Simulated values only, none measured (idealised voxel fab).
This is a process module. Its name is voxel transistor to metal.
In the cross-section labelled cut, the width is 140 nm and each square cell is 5 nm.
Cross-section spec: square-cell grid; bands listed top down; each band is one or more rows. Look at the band entry: it leads with the top's height and the bottom's height in nm. Then it lists the materials left to right, with a width in nm for each. The word "edge to edge" on a single material says that material fills the band edge to edge. The word "empty" is empty space. Height is counted from the level 0, under which the received wafer is composed throughout of one material. The lowest of the bands is not closed at the bottom but continues downward, in the notation "0 and below". Read "30 to 40" as a graded width: first number on top, second number at the bottom, same change between each pair of neighbouring rows. Any step labelled "same as before" changed none of the cells in the cross-section. "Enclosed void listing" lists enclosed empty spaces (at least 8 cells, no open path upward to the top), each as width x height at distance from the left edge, in nm. Note: text after step settings on the step line = simulator remark on that step. A step line may carry the setting "overlay nm", which, for steps involving a mask, states the distance by which the mask lay to the right of its intended position; negative values denote displacement to the left.
-- The planned process steps are enumerated hereunder
1. RECEIVE,material Si
2. CONFORMAL_DEP,material SiO2,thk nm 5
3. CONFORMAL_DEP,material SiN,thk nm 10
4. PATTERN,tone cover,mask id ACTIVE,material resist,width nm 100,thk nm 15,overlay nm 0
5. DIRECTIONAL_ETCH,etch materials SiN,depth nm 10
6. DIRECTIONAL_ETCH,etch materials SiO2,depth nm 5
7. DIRECTIONAL_ETCH,etch materials Si,depth nm 35
8. STRIP,etch materials resist
9. FILL_DEP,material SiO2,thk nm 10
10. CMP,height nm 15
11. SELECTIVE_ETCH,etch materials SiO2,depth nm 5
12. STRIP,etch materials SiN
13. SELECTIVE_ETCH,etch materials SiO2,depth nm 5
14. OXIDIZE,depth nm 5
15. DIRECTIONAL_DEP,material polySi,thk nm 20
16. DIRECTIONAL_DEP,material SiCN,thk nm 10
17. PATTERN,tone cover,mask id GATE,material resist,width nm 30,thk nm 20,overlay nm 0
18. DIRECTIONAL_ETCH,etch materials SiCN,depth nm 20
19. DIRECTIONAL_ETCH,etch materials polySi,depth nm 30
20. STRIP,etch materials resist
21. CONFORMAL_DEP,material SiO2,thk nm 5
22. DIRECTIONAL_ETCH,etch materials SiO2,depth nm 5
23. CONFORMAL_DEP,material SiN,thk nm 10
24. DIRECTIONAL_ETCH,etch materials SiN,depth nm 10
25. DIRECTIONAL_ETCH,etch materials SiO2,depth nm 5
26. DIRECTIONAL_ETCH,etch materials Si,depth nm 15
27. EPI,material nSi,thk nm 15
28. FILL_DEP,material SiO2,thk nm 10
29. CMP,height nm 20
30. STRIP,etch materials polySi
31. SELECTIVE_ETCH,etch materials SiO2,depth nm 5
32. CONFORMAL_DEP,material HfO2,thk nm 5
33. CONFORMAL_DEP,material TiN,thk nm 5
34. FILL_DEP,material W,thk nm 10
35. CMP,height nm 15
36. DIRECTIONAL_DEP,material SiO2,thk nm 10
37. MASKED_ETCH,tone open,mask id CONTACT,width nm 15,pitch nm 75,etch materials SiO2,depth nm 15,overlay nm 0
38. CONFORMAL_DEP,material TiN,thk nm 5
39. FILL_DEP,material Ru,thk nm 10
40. CMP,height nm 25
41. DIRECTIONAL_DEP,material TiN,thk nm 5
42. DIRECTIONAL_DEP,material Ru,thk nm 25
43. MASKED_ETCH,tone cover,mask id METAL_1,width nm 15,pitch nm 75,etch materials Ru,depth nm 25,overlay nm 0
44. MASKED_ETCH,tone cover,mask id METAL_1,width nm 15,pitch nm 75,etch materials TiN,depth nm 5,overlay nm 0
45. FILL_DEP,material lowk,thk nm 5
46. CMP,height nm 55
47. CONFORMAL_DEP,material SiCN,thk nm 5
48. DIRECTIONAL_DEP,material SiO2,thk nm 30
49. DIRECTIONAL_DEP,material aC,thk nm 15
50. PATTERN,tone open,mask id METAL_2,material resist,width nm 15,pitch nm 75,thk nm 35,overlay nm 0
51. DIRECTIONAL_ETCH,etch materials aC,depth nm 15
52. STRIP,etch materials resist
53. DIRECTIONAL_ETCH,etch materials SiO2,depth nm 15
54. STRIP,etch materials aC
55. PATTERN,tone open,mask id METAL_2_HOLES,material resist,width nm 15,pitch nm 75,thk nm 20,overlay nm 0
56. DIRECTIONAL_ETCH,etch materials SiO2,depth nm 15
57. DIRECTIONAL_ETCH,etch materials SiCN,depth nm 5
58. STRIP,etch materials resist
59. CONFORMAL_DEP,material TiN,thk nm 5
60. FILL_DEP,material Cu,thk nm 5
61. CMP,height nm 90
62. CONFORMAL_DEP,material SiN,thk nm 5
-- Below: the first of two wafers, run as planned
-- Cross-section of the wafer as it came to us, i.e., already through step 1
	0 and below: Si edge to edge
	Enclosed void listing: none
-- Wafer after step 2 (cross-section)
	5 down to 0: SiO2 edge to edge
	Under 0: no change, same as before.
-- Wafer after step 3 (cross-section)
	15 down to 5: SiN edge to edge
	Under 5: no change, same as before.
-- Wafer after step 4 (cross-section)
	30 down to 15: empty=20 / resist=100 / empty=20
	Under 15: no change, same as before.
-- Wafer after step 5 (cross-section)
	30 down to 15: empty=20 / resist=100 / empty=20
	15 down to 5: empty=20 / SiN=100 / empty=20
	Under 5: no change, same as before.
-- Wafer after step 6 (cross-section)
	30 down to 15: empty=20 / resist=100 / empty=20
	15 down to 5: empty=20 / SiN=100 / empty=20
	5 down to 0: empty=20 / SiO2=100 / empty=20
	Under 0: no change, same as before.
-- Wafer after step 7 (cross-section)
	30 down to 15: empty=20 / resist=100 / empty=20
	15 down to 5: empty=20 / SiN=100 / empty=20
	5 down to 0: empty=20 / SiO2=100 / empty=20
	0 down to -35: empty=20 / Si=100 / empty=20
	Under -35: no change, same as before.
-- Wafer after step 8 (cross-section)
	15 down to 5: empty=20 / SiN=100 / empty=20
	Under 5: no change, same as before.
-- Wafer after step 9 (cross-section)
	25 down to 15: SiO2 edge to edge
	15 down to 5: SiO2=20 / SiN=100 / SiO2=20
	5 down to 0: SiO2 edge to edge
	0 down to -35: SiO2=20 / Si=100 / SiO2=20
	Under -35: no change, same as before.
-- Wafer after step 10 (cross-section)
	15 down to 5: SiO2=20 / SiN=100 / SiO2=20
	Under 5: no change, same as before.
-- Wafer after step 11 (cross-section)
	15 down to 10: empty=20 / SiN=100 / empty=20
	Under 10: no change, same as before.
-- Wafer after step 12 (cross-section)
	10 down to 5: SiO2=20 / empty=100 / SiO2=20
	Under 5: no change, same as before.
-- Wafer after step 13 (cross-section)
	5 down to 0: SiO2=15 / empty=110 / SiO2=15
	Under 0: no change, same as before.
-- Wafer after step 14 (cross-section)
	5 down to 0: SiO2=15 / empty=110 / SiO2=15
	0 down to -5: SiO2 edge to edge
	Under -5: no change, same as before.
-- Wafer after step 15 (cross-section)
	25 down to 20: polySi=15 / empty=110 / polySi=15
	20 down to 5: polySi edge to edge
	5 down to 0: SiO2=15 / polySi=110 / SiO2=15
	Under 0: no change, same as before.
-- Wafer after step 16 (cross-section)
	35 down to 30: SiCN=15 / empty=110 / SiCN=15
	30 down to 25: SiCN edge to edge
	25 down to 20: polySi=15 / SiCN=110 / polySi=15
	Under 20: no change, same as before.
-- Wafer after step 17 (cross-section)
	55 down to 35: empty=55 / resist=30 / empty=55
	35 down to 30: SiCN=15 / empty=40 / resist=30 / empty=40 / SiCN=15
	Under 30: no change, same as before.
-- Wafer after step 18 (cross-section)
	55 down to 30: empty=55 / resist=30 / empty=55
	30 down to 25: empty=55 / SiCN=30 / empty=55
	25 down to 20: polySi=15 / empty=40 / SiCN=30 / empty=40 / polySi=15
	Under 20: no change, same as before.
-- Wafer after step 19 (cross-section)
	55 down to 30: empty=55 / resist=30 / empty=55
	30 down to 20: empty=55 / SiCN=30 / empty=55
	20 down to 5: empty=55 / polySi=30 / empty=55
	5 down to 0: SiO2=15 / empty=40 / polySi=30 / empty=40 / SiO2=15
	Under 0: no change, same as before.
-- Wafer after step 20 (cross-section)
	30 down to 20: empty=55 / SiCN=30 / empty=55
	Under 20: no change, same as before.
-- Wafer after step 21 (cross-section)
	35 down to 30: empty=50 / SiO2=40 / empty=50
	30 down to 20: empty=50 / SiO2=5 / SiCN=30 / SiO2=5 / empty=50
	20 down to 10: empty=50 / SiO2=5 / polySi=30 / SiO2=5 / empty=50
	10 down to 5: SiO2=20 / empty=30 / SiO2=5 / polySi=30 / SiO2=5 / empty=30 / SiO2=20
	5 down to 0: SiO2=55 / polySi=30 / SiO2=55
	Under 0: no change, same as before.
-- Wafer after step 22 (cross-section)
	30 down to 20: empty=50 / SiO2=5 / SiCN=30 / SiO2=5 / empty=50
	20 down to 5: empty=50 / SiO2=5 / polySi=30 / SiO2=5 / empty=50
	5 down to 0: SiO2=20 / empty=30 / SiO2=5 / polySi=30 / SiO2=5 / empty=30 / SiO2=20
	Under 0: no change, same as before.
-- Wafer after step 23 (cross-section)
	40 down to 30: empty=40 / SiN=60 / empty=40
	30 down to 20: empty=40 / SiN=10 / SiO2=5 / SiCN=30 / SiO2=5 / SiN=10 / empty=40
	20 down to 15: empty=40 / SiN=10 / SiO2=5 / polySi=30 / SiO2=5 / SiN=10 / empty=40
	15 down to 10: SiN=30 / empty=10 / SiN=10 / SiO2=5 / polySi=30 / SiO2=5 / SiN=10 / empty=10 / SiN=30
	10 down to 5: SiN=50 / SiO2=5 / polySi=30 / SiO2=5 / SiN=50
	5 down to 0: SiO2=20 / SiN=30 / SiO2=5 / polySi=30 / SiO2=5 / SiN=30 / SiO2=20
	Under 0: no change, same as before.
-- Wafer after step 24 (cross-section)
	30 down to 20: empty=40 / SiN=10 / SiO2=5 / SiCN=30 / SiO2=5 / SiN=10 / empty=40
	20 down to 5: empty=40 / SiN=10 / SiO2=5 / polySi=30 / SiO2=5 / SiN=10 / empty=40
	5 down to 0: SiO2=20 / SiN=10 / empty=10 / SiN=10 / SiO2=5 / polySi=30 / SiO2=5 / SiN=10 / empty=10 / SiN=10 / SiO2=20
	Under 0: no change, same as before.
-- Wafer after step 25 (cross-section)
	30 down to 25: empty=40 / SiN=10 / empty=5 / SiCN=30 / empty=5 / SiN=10 / empty=40
	25 down to 20: empty=40 / SiN=10 / SiO2=5 / SiCN=30 / SiO2=5 / SiN=10 / empty=40
	20 down to 5: empty=40 / SiN=10 / SiO2=5 / polySi=30 / SiO2=5 / SiN=10 / empty=40
	5 down to 0: empty=20 / SiN=10 / empty=10 / SiN=10 / SiO2=5 / polySi=30 / SiO2=5 / SiN=10 / empty=10 / SiN=10 / empty=20
	0 down to -5: SiO2=30 / empty=10 / SiO2=60 / empty=10 / SiO2=30
	Under -5: no change, same as before.
-- Wafer after step 26 (cross-section)
	30 down to 25: empty=40 / SiN=10 / empty=5 / SiCN=30 / empty=5 / SiN=10 / empty=40
	25 down to 20: empty=40 / SiN=10 / SiO2=5 / SiCN=30 / SiO2=5 / SiN=10 / empty=40
	20 down to 5: empty=40 / SiN=10 / SiO2=5 / polySi=30 / SiO2=5 / SiN=10 / empty=40
	5 down to 0: empty=20 / SiN=10 / empty=10 / SiN=10 / SiO2=5 / polySi=30 / SiO2=5 / SiN=10 / empty=10 / SiN=10 / empty=20
	0 down to -5: SiO2=30 / empty=10 / SiO2=60 / empty=10 / SiO2=30
	-5 down to -20: SiO2=20 / Si=10 / empty=10 / Si=60 / empty=10 / Si=10 / SiO2=20
	Under -20: no change, same as before.
-- Wafer after step 27 (cross-section)
	30 down to 25: empty=40 / SiN=10 / empty=5 / SiCN=30 / empty=5 / SiN=10 / empty=40
	25 down to 20: empty=40 / SiN=10 / SiO2=5 / SiCN=30 / SiO2=5 / SiN=10 / empty=40
	20 down to 10: empty=40 / SiN=10 / SiO2=5 / polySi=30 / SiO2=5 / SiN=10 / empty=40
	10 down to 5: empty=25 / nSi=15 / SiN=10 / SiO2=5 / polySi=30 / SiO2=5 / SiN=10 / nSi=15 / empty=25
	5 down to 0: empty=20 / SiN=10 / nSi=10 / SiN=10 / SiO2=5 / polySi=30 / SiO2=5 / SiN=10 / nSi=10 / SiN=10 / empty=20
	0 down to -5: SiO2=30 / nSi=10 / SiO2=60 / nSi=10 / SiO2=30
	-5 down to -20: SiO2=20 / Si=10 / nSi=10 / Si=60 / nSi=10 / Si=10 / SiO2=20
	Under -20: no change, same as before.
-- Wafer after step 28 (cross-section)
	40 down to 30: SiO2 edge to edge
	30 down to 20: SiO2=40 / SiN=10 / SiO2=5 / SiCN=30 / SiO2=5 / SiN=10 / SiO2=40
	20 down to 10: SiO2=40 / SiN=10 / SiO2=5 / polySi=30 / SiO2=5 / SiN=10 / SiO2=40
	10 down to 5: SiO2=25 / nSi=15 / SiN=10 / SiO2=5 / polySi=30 / SiO2=5 / SiN=10 / nSi=15 / SiO2=25
	5 down to 0: SiO2=20 / SiN=10 / nSi=10 / SiN=10 / SiO2=5 / polySi=30 / SiO2=5 / SiN=10 / nSi=10 / SiN=10 / SiO2=20
	Under 0: no change, same as before.
-- Wafer after step 29 (cross-section)
	20 down to 10: SiO2=40 / SiN=10 / SiO2=5 / polySi=30 / SiO2=5 / SiN=10 / SiO2=40
	Under 10: no change, same as before.
-- Wafer after step 30 (cross-section)
	20 down to 10: SiO2=40 / SiN=10 / SiO2=5 / empty=30 / SiO2=5 / SiN=10 / SiO2=40
	10 down to 5: SiO2=25 / nSi=15 / SiN=10 / SiO2=5 / empty=30 / SiO2=5 / SiN=10 / nSi=15 / SiO2=25
	5 down to 0: SiO2=20 / SiN=10 / nSi=10 / SiN=10 / SiO2=5 / empty=30 / SiO2=5 / SiN=10 / nSi=10 / SiN=10 / SiO2=20
	Under 0: no change, same as before.
-- Wafer after step 31 (cross-section)
	20 down to 15: empty=40 / SiN=10 / empty=40 / SiN=10 / empty=40
	15 down to 10: SiO2=40 / SiN=10 / empty=40 / SiN=10 / SiO2=40
	10 down to 5: SiO2=25 / nSi=15 / SiN=10 / empty=40 / SiN=10 / nSi=15 / SiO2=25
	5 down to 0: SiO2=20 / SiN=10 / nSi=10 / SiN=10 / empty=40 / SiN=10 / nSi=10 / SiN=10 / SiO2=20
	0 down to -5: SiO2=30 / nSi=10 / SiO2=10 / empty=40 / SiO2=10 / nSi=10 / SiO2=30
	Under -5: no change, same as before.
-- Wafer after step 32 (cross-section)
	25 down to 20: empty=35 / HfO2=20 / empty=30 / HfO2=20 / empty=35
	20 down to 15: HfO2=40 / SiN=10 / HfO2=5 / empty=30 / HfO2=5 / SiN=10 / HfO2=40
	15 down to 10: SiO2=40 / SiN=10 / HfO2=5 / empty=30 / HfO2=5 / SiN=10 / SiO2=40
	10 down to 5: SiO2=25 / nSi=15 / SiN=10 / HfO2=5 / empty=30 / HfO2=5 / SiN=10 / nSi=15 / SiO2=25
	5 down to 0: SiO2=20 / SiN=10 / nSi=10 / SiN=10 / HfO2=5 / empty=30 / HfO2=5 / SiN=10 / nSi=10 / SiN=10 / SiO2=20
	0 down to -5: SiO2=30 / nSi=10 / SiO2=10 / HfO2=40 / SiO2=10 / nSi=10 / SiO2=30
	Under -5: no change, same as before.
-- Wafer after step 33 (cross-section)
	30 down to 25: empty=30 / TiN=30 / empty=20 / TiN=30 / empty=30
	25 down to 20: TiN=35 / HfO2=20 / TiN=5 / empty=20 / TiN=5 / HfO2=20 / TiN=35
	20 down to 15: HfO2=40 / SiN=10 / HfO2=5 / TiN=5 / empty=20 / TiN=5 / HfO2=5 / SiN=10 / HfO2=40
	15 down to 10: SiO2=40 / SiN=10 / HfO2=5 / TiN=5 / empty=20 / TiN=5 / HfO2=5 / SiN=10 / SiO2=40
	10 down to 5: SiO2=25 / nSi=15 / SiN=10 / HfO2=5 / TiN=5 / empty=20 / TiN=5 / HfO2=5 / SiN=10 / nSi=15 / SiO2=25
	5 down to 0: SiO2=20 / SiN=10 / nSi=10 / SiN=10 / HfO2=5 / TiN=30 / HfO2=5 / SiN=10 / nSi=10 / SiN=10 / SiO2=20
	Under 0: no change, same as before.
-- Wafer after step 34 (cross-section)
	40 down to 30: W edge to edge
	30 down to 25: W=30 / TiN=30 / W=20 / TiN=30 / W=30
	25 down to 20: TiN=35 / HfO2=20 / TiN=5 / W=20 / TiN=5 / HfO2=20 / TiN=35
	20 down to 15: HfO2=40 / SiN=10 / HfO2=5 / TiN=5 / W=20 / TiN=5 / HfO2=5 / SiN=10 / HfO2=40
	15 down to 10: SiO2=40 / SiN=10 / HfO2=5 / TiN=5 / W=20 / TiN=5 / HfO2=5 / SiN=10 / SiO2=40
	10 down to 5: SiO2=25 / nSi=15 / SiN=10 / HfO2=5 / TiN=5 / W=20 / TiN=5 / HfO2=5 / SiN=10 / nSi=15 / SiO2=25
	Under 5: no change, same as before.
-- Wafer after step 35 (cross-section)
	15 down to 10: SiO2=40 / SiN=10 / HfO2=5 / TiN=5 / W=20 / TiN=5 / HfO2=5 / SiN=10 / SiO2=40
	Under 10: no change, same as before.
-- Wafer after step 36 (cross-section)
	25 down to 15: SiO2 edge to edge
	Under 15: no change, same as before.
-- Wafer after step 37 (cross-section)
	25 down to 15: SiO2=25 / empty=15 / SiO2=60 / empty=15 / SiO2=25
	15 down to 10: SiO2=25 / empty=15 / SiN=10 / HfO2=5 / TiN=5 / W=20 / TiN=5 / HfO2=5 / SiN=10 / empty=15 / SiO2=25
	Under 10: no change, same as before.
-- Wafer after step 38 (cross-section)
	30 down to 25: TiN=30 / empty=5 / TiN=70 / empty=5 / TiN=30
	25 down to 15: SiO2=25 / TiN=5 / empty=5 / TiN=5 / SiO2=60 / TiN=5 / empty=5 / TiN=5 / SiO2=25
	15 down to 10: SiO2=25 / TiN=15 / SiN=10 / HfO2=5 / TiN=5 / W=20 / TiN=5 / HfO2=5 / SiN=10 / TiN=15 / SiO2=25
	Under 10: no change, same as before.
-- Wafer after step 39 (cross-section)
	40 down to 30: Ru edge to edge
	30 down to 25: TiN=30 / Ru=5 / TiN=70 / Ru=5 / TiN=30
	25 down to 15: SiO2=25 / TiN=5 / Ru=5 / TiN=5 / SiO2=60 / TiN=5 / Ru=5 / TiN=5 / SiO2=25
	Under 15: no change, same as before.
-- Wafer after step 40 (cross-section)
	25 down to 15: SiO2=25 / TiN=5 / Ru=5 / TiN=5 / SiO2=60 / TiN=5 / Ru=5 / TiN=5 / SiO2=25
	Under 15: no change, same as before.
-- Wafer after step 41 (cross-section)
	30 down to 25: TiN edge to edge
	Under 25: no change, same as before.
-- Wafer after step 42 (cross-section)
	55 down to 30: Ru edge to edge
	Under 30: no change, same as before.
-- Wafer after step 43 (cross-section)
	55 down to 30: empty=25 / Ru=15 / empty=60 / Ru=15 / empty=25
	Under 30: no change, same as before.
-- Wafer after step 44 (cross-section)
	55 down to 30: empty=25 / Ru=15 / empty=60 / Ru=15 / empty=25
	30 down to 25: empty=25 / TiN=15 / empty=60 / TiN=15 / empty=25
	Under 25: no change, same as before.
-- Wafer after step 45 (cross-section)
	60 down to 55: lowk edge to edge
	55 down to 30: lowk=25 / Ru=15 / lowk=60 / Ru=15 / lowk=25
	30 down to 25: lowk=25 / TiN=15 / lowk=60 / TiN=15 / lowk=25
	Under 25: no change, same as before.
-- Wafer after step 46 (cross-section)
	55 down to 30: lowk=25 / Ru=15 / lowk=60 / Ru=15 / lowk=25
	Under 30: no change, same as before.
-- Wafer after step 47 (cross-section)
	60 down to 55: SiCN edge to edge
	Under 55: no change, same as before.
-- Wafer after step 48 (cross-section)
	90 down to 60: SiO2 edge to edge
	Under 60: no change, same as before.
-- Wafer after step 49 (cross-section)
	105 down to 90: aC edge to edge
	Under 90: no change, same as before.
-- Wafer after step 50 (cross-section)
	140 down to 105: resist=25 / empty=15 / resist=60 / empty=15 / resist=25
	Under 105: no change, same as before.
-- Wafer after step 51 (cross-section)
	125 down to 105: resist=25 / empty=15 / resist=60 / empty=15 / resist=25
	105 down to 90: aC=25 / empty=15 / aC=60 / empty=15 / aC=25
	Under 90: no change, same as before.
-- Wafer after step 52 (cross-section)
	105 down to 90: aC=25 / empty=15 / aC=60 / empty=15 / aC=25
	Under 90: no change, same as before.
-- Wafer after step 53 (cross-section)
	105 down to 90: aC=25 / empty=15 / aC=60 / empty=15 / aC=25
	90 down to 75: SiO2=25 / empty=15 / SiO2=60 / empty=15 / SiO2=25
	Under 75: no change, same as before.
-- Wafer after step 54 (cross-section)
	90 down to 75: SiO2=25 / empty=15 / SiO2=60 / empty=15 / SiO2=25
	Under 75: no change, same as before.
-- Wafer after step 55 (cross-section)
	110 down to 90: resist=25 / empty=15 / resist=60 / empty=15 / resist=25
	Under 90: no change, same as before.
-- Wafer after step 56 (cross-section)
	110 down to 90: resist=25 / empty=15 / resist=60 / empty=15 / resist=25
	90 down to 60: SiO2=25 / empty=15 / SiO2=60 / empty=15 / SiO2=25
	Under 60: no change, same as before.
-- Wafer after step 57 (cross-section)
	110 down to 90: resist=25 / empty=15 / resist=60 / empty=15 / resist=25
	90 down to 60: SiO2=25 / empty=15 / SiO2=60 / empty=15 / SiO2=25
	60 down to 55: SiCN=25 / empty=15 / SiCN=60 / empty=15 / SiCN=25
	Under 55: no change, same as before.
-- Wafer after step 58 (cross-section)
	90 down to 60: SiO2=25 / empty=15 / SiO2=60 / empty=15 / SiO2=25
	Under 60: no change, same as before.
-- Wafer after step 59 (cross-section)
	95 down to 90: TiN=30 / empty=5 / TiN=70 / empty=5 / TiN=30
	90 down to 60: SiO2=25 / TiN=5 / empty=5 / TiN=5 / SiO2=60 / TiN=5 / empty=5 / TiN=5 / SiO2=25
	60 down to 55: SiCN=25 / TiN=15 / SiCN=60 / TiN=15 / SiCN=25
	Under 55: no change, same as before.
-- Wafer after step 60 (cross-section)
	100 down to 95: Cu edge to edge
	95 down to 90: TiN=30 / Cu=5 / TiN=70 / Cu=5 / TiN=30
	90 down to 60: SiO2=25 / TiN=5 / Cu=5 / TiN=5 / SiO2=60 / TiN=5 / Cu=5 / TiN=5 / SiO2=25
	Under 60: no change, same as before.
-- Wafer after step 61 (cross-section)
	90 down to 60: SiO2=25 / TiN=5 / Cu=5 / TiN=5 / SiO2=60 / TiN=5 / Cu=5 / TiN=5 / SiO2=25
	Under 60: no change, same as before.
-- Wafer after step 62 (cross-section)
	95 down to 90: SiN edge to edge
	Under 90: no change, same as before.
-- The second wafer: identical to the first at the outset and in its planned sequence, differing only in that one mistake was made during processing; up to and including step 31, its path is the first wafer's path
The second wafer in cross-section, at the planned close of step 32: same as before
-- The second wafer in cross-section, at the planned close of step 33
	25 down to 20: empty=35 / TiN=20 / empty=30 / TiN=20 / empty=35
	20 down to 15: TiN=40 / SiN=10 / TiN=5 / empty=30 / TiN=5 / SiN=10 / TiN=40
	15 down to 10: SiO2=40 / SiN=10 / TiN=5 / empty=30 / TiN=5 / SiN=10 / SiO2=40
	10 down to 5: SiO2=25 / nSi=15 / SiN=10 / TiN=5 / empty=30 / TiN=5 / SiN=10 / nSi=15 / SiO2=25
	5 down to 0: SiO2=20 / SiN=10 / nSi=10 / SiN=10 / TiN=5 / empty=30 / TiN=5 / SiN=10 / nSi=10 / SiN=10 / SiO2=20
	0 down to -5: SiO2=30 / nSi=10 / SiO2=10 / TiN=40 / SiO2=10 / nSi=10 / SiO2=30
	Under -5: no change, same as before.
-- The second wafer in cross-section, at the planned close of step 34
	35 down to 25: W edge to edge
	25 down to 20: W=35 / TiN=20 / W=30 / TiN=20 / W=35
	20 down to 15: TiN=40 / SiN=10 / TiN=5 / W=30 / TiN=5 / SiN=10 / TiN=40
	15 down to 10: SiO2=40 / SiN=10 / TiN=5 / W=30 / TiN=5 / SiN=10 / SiO2=40
	10 down to 5: SiO2=25 / nSi=15 / SiN=10 / TiN=5 / W=30 / TiN=5 / SiN=10 / nSi=15 / SiO2=25
	5 down to 0: SiO2=20 / SiN=10 / nSi=10 / SiN=10 / TiN=5 / W=30 / TiN=5 / SiN=10 / nSi=10 / SiN=10 / SiO2=20
	Under 0: no change, same as before.
-- The second wafer in cross-section, at the planned close of step 35
	15 down to 10: SiO2=40 / SiN=10 / TiN=5 / W=30 / TiN=5 / SiN=10 / SiO2=40
	Under 10: no change, same as before.
-- The second wafer in cross-section, at the planned close of step 36
	25 down to 15: SiO2 edge to edge
	Under 15: no change, same as before.
-- The second wafer in cross-section, at the planned close of step 37
	25 down to 15: SiO2=25 / empty=15 / SiO2=60 / empty=15 / SiO2=25
	15 down to 10: SiO2=25 / empty=15 / SiN=10 / TiN=5 / W=30 / TiN=5 / SiN=10 / empty=15 / SiO2=25
	Under 10: no change, same as before.
-- The second wafer in cross-section, at the planned close of step 38
	30 down to 25: TiN=30 / empty=5 / TiN=70 / empty=5 / TiN=30
	25 down to 15: SiO2=25 / TiN=5 / empty=5 / TiN=5 / SiO2=60 / TiN=5 / empty=5 / TiN=5 / SiO2=25
	15 down to 10: SiO2=25 / TiN=15 / SiN=10 / TiN=5 / W=30 / TiN=5 / SiN=10 / TiN=15 / SiO2=25
	Under 10: no change, same as before.
-- The second wafer in cross-section, at the planned close of step 39
	40 down to 30: Ru edge to edge
	30 down to 25: TiN=30 / Ru=5 / TiN=70 / Ru=5 / TiN=30
	25 down to 15: SiO2=25 / TiN=5 / Ru=5 / TiN=5 / SiO2=60 / TiN=5 / Ru=5 / TiN=5 / SiO2=25
	Under 15: no change, same as before.
-- The second wafer in cross-section, at the planned close of step 40
	25 down to 15: SiO2=25 / TiN=5 / Ru=5 / TiN=5 / SiO2=60 / TiN=5 / Ru=5 / TiN=5 / SiO2=25
	Under 15: no change, same as before.
-- The second wafer in cross-section, at the planned close of step 41
	30 down to 25: TiN edge to edge
	Under 25: no change, same as before.
-- The second wafer in cross-section, at the planned close of step 42
	55 down to 30: Ru edge to edge
	Under 30: no change, same as before.
-- The second wafer in cross-section, at the planned close of step 43
	55 down to 30: empty=25 / Ru=15 / empty=60 / Ru=15 / empty=25
	Under 30: no change, same as before.
-- The second wafer in cross-section, at the planned close of step 44
	55 down to 30: empty=25 / Ru=15 / empty=60 / Ru=15 / empty=25
	30 down to 25: empty=25 / TiN=15 / empty=60 / TiN=15 / empty=25
	Under 25: no change, same as before.
-- The second wafer in cross-section, at the planned close of step 45
	60 down to 55: lowk edge to edge
	55 down to 30: lowk=25 / Ru=15 / lowk=60 / Ru=15 / lowk=25
	30 down to 25: lowk=25 / TiN=15 / lowk=60 / TiN=15 / lowk=25
	Under 25: no change, same as before.
-- The second wafer in cross-section, at the planned close of step 46
	55 down to 30: lowk=25 / Ru=15 / lowk=60 / Ru=15 / lowk=25
	Under 30: no change, same as before.
-- The second wafer in cross-section, at the planned close of step 47
	60 down to 55: SiCN edge to edge
	Under 55: no change, same as before.
-- The second wafer in cross-section, at the planned close of step 48
	90 down to 60: SiO2 edge to edge
	Under 60: no change, same as before.
-- The second wafer in cross-section, at the planned close of step 49
	105 down to 90: aC edge to edge
	Under 90: no change, same as before.
-- The second wafer in cross-section, at the planned close of step 50
	140 down to 105: resist=25 / empty=15 / resist=60 / empty=15 / resist=25
	Under 105: no change, same as before.
-- The second wafer in cross-section, at the planned close of step 51
	125 down to 105: resist=25 / empty=15 / resist=60 / empty=15 / resist=25
	105 down to 90: aC=25 / empty=15 / aC=60 / empty=15 / aC=25
	Under 90: no change, same as before.
-- The second wafer in cross-section, at the planned close of step 52
	105 down to 90: aC=25 / empty=15 / aC=60 / empty=15 / aC=25
	Under 90: no change, same as before.
-- The second wafer in cross-section, at the planned close of step 53
	105 down to 90: aC=25 / empty=15 / aC=60 / empty=15 / aC=25
	90 down to 75: SiO2=25 / empty=15 / SiO2=60 / empty=15 / SiO2=25
	Under 75: no change, same as before.
-- The second wafer in cross-section, at the planned close of step 54
	90 down to 75: SiO2=25 / empty=15 / SiO2=60 / empty=15 / SiO2=25
	Under 75: no change, same as before.
-- The second wafer in cross-section, at the planned close of step 55
	110 down to 90: resist=25 / empty=15 / resist=60 / empty=15 / resist=25
	Under 90: no change, same as before.
-- The second wafer in cross-section, at the planned close of step 56
	110 down to 90: resist=25 / empty=15 / resist=60 / empty=15 / resist=25
	90 down to 60: SiO2=25 / empty=15 / SiO2=60 / empty=15 / SiO2=25
	Under 60: no change, same as before.
-- The second wafer in cross-section, at the planned close of step 57
	110 down to 90: resist=25 / empty=15 / resist=60 / empty=15 / resist=25
	90 down to 60: SiO2=25 / empty=15 / SiO2=60 / empty=15 / SiO2=25
	60 down to 55: SiCN=25 / empty=15 / SiCN=60 / empty=15 / SiCN=25
	Under 55: no change, same as before.
-- The second wafer in cross-section, at the planned close of step 58
	90 down to 60: SiO2=25 / empty=15 / SiO2=60 / empty=15 / SiO2=25
	Under 60: no change, same as before.
-- The second wafer in cross-section, at the planned close of step 59
	95 down to 90: TiN=30 / empty=5 / TiN=70 / empty=5 / TiN=30
	90 down to 60: SiO2=25 / TiN=5 / empty=5 / TiN=5 / SiO2=60 / TiN=5 / empty=5 / TiN=5 / SiO2=25
	60 down to 55: SiCN=25 / TiN=15 / SiCN=60 / TiN=15 / SiCN=25
	Under 55: no change, same as before.
-- The second wafer in cross-section, at the planned close of step 60
	100 down to 95: Cu edge to edge
	95 down to 90: TiN=30 / Cu=5 / TiN=70 / Cu=5 / TiN=30
	90 down to 60: SiO2=25 / TiN=5 / Cu=5 / TiN=5 / SiO2=60 / TiN=5 / Cu=5 / TiN=5 / SiO2=25
	Under 60: no change, same as before.
-- The second wafer in cross-section, at the planned close of step 61
	90 down to 60: SiO2=25 / TiN=5 / Cu=5 / TiN=5 / SiO2=60 / TiN=5 / Cu=5 / TiN=5 / SiO2=25
	Under 60: no change, same as before.
-- The second wafer in cross-section, at the planned close of step 62
	95 down to 90: SiN edge to edge
	Under 90: no change, same as before.
Want to know what went wrong? step 32 of the plan was bypassed and not carried out
In the final state, the cell counts of the second wafer exceed or fall short of those of the first for the following materials: HfO2 -14 | TiN +4 | W +10
